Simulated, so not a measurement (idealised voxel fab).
The following process module bears the name voxel wiring stack.
The cross-section shown here is cut; it is 260 nm wide and divided into square cells measuring 5 nm on a side.
For the purposes of this document, a cross-section shall be understood as a grid of square cells, specified as bands listed in top-to-bottom order, each band consisting of one or more rows of cells.
Each band's line starts with the height of the band's top and of its bottom, in nm. Then come its materials from left to right, each with its width in nm. One material with "full width" fills the band from edge to edge. "air" is empty space.
Measure heights from 0. That's the level where, below it, the as-received wafer is all one material. The lowest band is bottomless and extends downward; write it as in "0 nm and below".
It should be noted that a width expressed as "30 to 40" varies in equal increments from row to row of cells within the band, taking the value of the first number at the top row and that of the second number at the bottom row.
Reading "remains unaltered" for a step: not a cell of the cross-section changed in it.
"Closed internal cavities": sealed empty spaces, 8 cells or more, no open way to top, listed width x height at distance, with distance from the left edge and width, height and distance in nm.
If you see something after the settings on a step's line, that's the simulator's own remark about that step.
"overlay nm" answers the question of how far to the right of plan the mask lay on a step that has a mask, and when it is negative the answer is to the left.

-- List of planned process steps
| 1 | RECEIVE, material Si |
| 2 | CONFORMAL_DEP, material SiO2, thk nm 10 |
| 3 | CONFORMAL_DEP, material SiCN, thk nm 5 |
| 4 | DIRECTIONAL_DEP, material lowk, thk nm 20 |
| 5 | PATTERN, tone open, mask id METAL_1, material resist, width nm 30, pitch nm 55, thk nm 15, overlay nm 0 |
| 6 | DIRECTIONAL_ETCH, etch materials lowk, depth nm 20 |
| 7 | DIRECTIONAL_ETCH, etch materials SiCN, depth nm 5 |
| 8 | STRIP, etch materials resist |
| 9 | CONFORMAL_DEP, material TiN, thk nm 5 |
| 10 | FILL_DEP, material W, thk nm 5 |
| 11 | CMP, height nm 35 |
| 12 | CONFORMAL_DEP, material SiCN, thk nm 5 |
| 13 | DIRECTIONAL_DEP, material SiO2, thk nm 30 |
| 14 | PATTERN, tone open, mask id METAL_2, material resist, width nm 30, pitch nm 55, thk nm 15, overlay nm 0 |
| 15 | DIRECTIONAL_ETCH, etch materials SiO2, depth nm 15 |
| 16 | STRIP, etch materials resist |
| 17 | DIRECTIONAL_DEP, material aC, thk nm 15 |
| 18 | PATTERN, tone open, mask id METAL_2_HOLES, material resist, width nm 15, pitch nm 110, thk nm 30, overlay nm 0 |
| 19 | DIRECTIONAL_ETCH, etch materials aC, depth nm 15 |
| 20 | STRIP, etch materials resist |
| 21 | DIRECTIONAL_ETCH, etch materials SiO2, depth nm 15 |
| 22 | DIRECTIONAL_ETCH, etch materials SiCN, depth nm 5 |
| 23 | STRIP, etch materials aC |
| 24 | CONFORMAL_DEP, material TiN, thk nm 5 |
| 25 | FILL_DEP, material Ru, thk nm 5 |
| 26 | CMP, height nm 70 |
| 27 | CONFORMAL_DEP, material SiCN, thk nm 5 |

-- Cross-section: wafer on arrival = after step 1
- 0 nm and below: Si full width
- Closed internal cavities: none

-- First of two wafers at the end of the module, shown in cross-section; run carried out as planned
- 75 nm to 70 nm: SiCN full width
- 70 nm to 60 nm: SiO2 60 / TiN 5 / Ru 20 / TiN 5 / SiO2 25 / TiN 5 / Ru 20 / TiN 5 / SiO2 25 / TiN 5 / Ru 20 / TiN 5 / SiO2 60
- 60 nm to 55 nm: SiO2 60 / TiN 5 / Ru 5 / TiN 20 / SiO2 25 / TiN 30 / SiO2 25 / TiN 5 / Ru 5 / TiN 20 / SiO2 60
- 55 nm to 40 nm: SiO2 60 / TiN 5 / Ru 5 / TiN 5 / SiO2 95 / TiN 5 / Ru 5 / TiN 5 / SiO2 75
- 40 nm to 35 nm: SiCN 60 / TiN 15 / SiCN 95 / TiN 15 / SiCN 75
- 35 nm to 15 nm: lowk 60 / TiN 5 / W 20 / TiN 5 / lowk 25 / TiN 5 / W 20 / TiN 5 / lowk 25 / TiN 5 / W 20 / TiN 5 / lowk 60
- 15 nm to 10 nm: SiCN 60 / TiN 30 / SiCN 25 / TiN 30 / SiCN 25 / TiN 30 / SiCN 60
- 10 nm to 0 nm: SiO2 full width
- 0 nm and below: Si full width
- Closed internal cavities: none

-- Cross-section, wafer two of two, end of module: same start and plan as wafer one, one error in execution
- 75 nm to 70 nm: SiCN full width
- 70 nm to 65 nm: TiN 65 / Ru 20 / TiN 35 / Ru 20 / TiN 35 / Ru 20 / TiN 65
- 65 nm to 55 nm: SiO2 60 / TiN 5 / Ru 20 / TiN 5 / SiO2 25 / TiN 5 / Ru 20 / TiN 5 / SiO2 25 / TiN 5 / Ru 20 / TiN 5 / SiO2 60
- 55 nm to 50 nm: SiO2 60 / TiN 5 / Ru 5 / TiN 20 / SiO2 25 / TiN 30 / SiO2 25 / TiN 5 / Ru 5 / TiN 20 / SiO2 60
- 50 nm to 40 nm: SiO2 60 / TiN 5 / Ru 5 / TiN 5 / SiO2 95 / TiN 5 / Ru 5 / TiN 5 / SiO2 75
- 40 nm to 35 nm: SiCN 60 / TiN 15 / SiCN 95 / TiN 15 / SiCN 75
- 35 nm to 15 nm: lowk 60 / TiN 5 / W 20 / TiN 5 / lowk 25 / TiN 5 / W 20 / TiN 5 / lowk 25 / TiN 5 / W 20 / TiN 5 / lowk 60
- 15 nm to 10 nm: SiCN 60 / TiN 30 / SiCN 25 / TiN 30 / SiCN 25 / TiN 30 / SiCN 60
- 10 nm to 0 nm: SiO2 full width
- 0 nm and below: Si full width
- Closed internal cavities: none
Error vs. plan: rather than as planned, step 13 actually ran as DIRECTIONAL_DEP, material SiO2, thk nm 25
Materials where the second wafer ends with more or fewer cells than the first: Ru +10 | SiO2 -46 | TiN +36
